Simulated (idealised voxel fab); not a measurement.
The process module presented herein is designated voxel ribs on slabs.
The cross-section shown here is cut; it is 255 nm wide and divided into square cells measuring 5 nm on a side.
We lay out every cross-section as a grid of square cells and spell it out in bands from the top down, where one band means one or more rows of cells. Top, bottom (nm), then materials left to right with widths (nm); lone material tagged "throughout" fills the whole band edge to edge; "air" = empty space. Heights are expressed relative to 0, this being the level below which the as-received wafer comprises one material exclusively. The lowest band is unbounded in the downward direction and is denoted as in "0 -> down". With a width like "30->40", each row of cells in the band differs from the next by the same amount, the top row carrying the first number and the bottom row the second. No cell of the cross-section changed in a step that is given as "nothing changed". Enclosed voids (no open way to top), threshold 8 cells or more, entry "Enclosed void catalog", notation width x height at distance, distance from left edge, nm. What comes after the settings on a step's line is commentary from the simulator itself on that step. The "overlay nm" setting may appear on a step's line; for a step that uses a mask, it gives how far to the right of its planned position the mask lay, and a negative value indicates the left.
Here's what the planned process steps look like:
1 RECEIVE (material Si)
2 DIRECTIONAL_DEP (material SiO2; thk nm 30)
3 DIRECTIONAL_DEP (material polySi; thk nm 25)
4 MASKED_ETCH (tone cover; mask id RIB; width nm 15; etch materials polySi; depth nm 5; overlay nm 0)
5 MASKED_ETCH (tone cover; mask id SLAB; width nm 75; etch materials polySi; depth nm 20; overlay nm 0)
6 FILL_DEP (material SiO2; thk nm 20)
7 CMP (height nm 65)
8 DIRECTIONAL_DEP (material TiN; thk nm 5)
9 DIRECTIONAL_DEP (material aC; thk nm 15)
10 PATTERN (tone cover; mask id HEATER; material resist; width nm 25; thk nm 30; overlay nm 0)
11 DIRECTIONAL_ETCH (etch materials aC; depth nm 15)
12 STRIP (etch materials resist)
13 DIRECTIONAL_ETCH (etch materials TiN; depth nm 5)
14 STRIP (etch materials aC)
15 CONFORMAL_DEP (material SiO2; thk nm 10)
As received (post step 1): cross-section:
0 -> down = Si throughout
Enclosed void catalog: none
The cross-section shown corresponds to the wafer at the conclusion of the module. The initial structure and the process plan are those presented above; however, one mistake occurred in executing the plan:
70 -> 65 = air=115 / TiN=25 / air=115
65 -> 55 = SiO2 throughout
55 -> 50 = SiO2=120 / polySi=15 / SiO2=120
50 -> 30 = SiO2=90 / polySi=75 / SiO2=90
30 -> 0 = SiO2 throughout
0 -> down = Si throughout
Enclosed void catalog: none
The mistake made against the process plan was this: plan step 15: skipped, not run
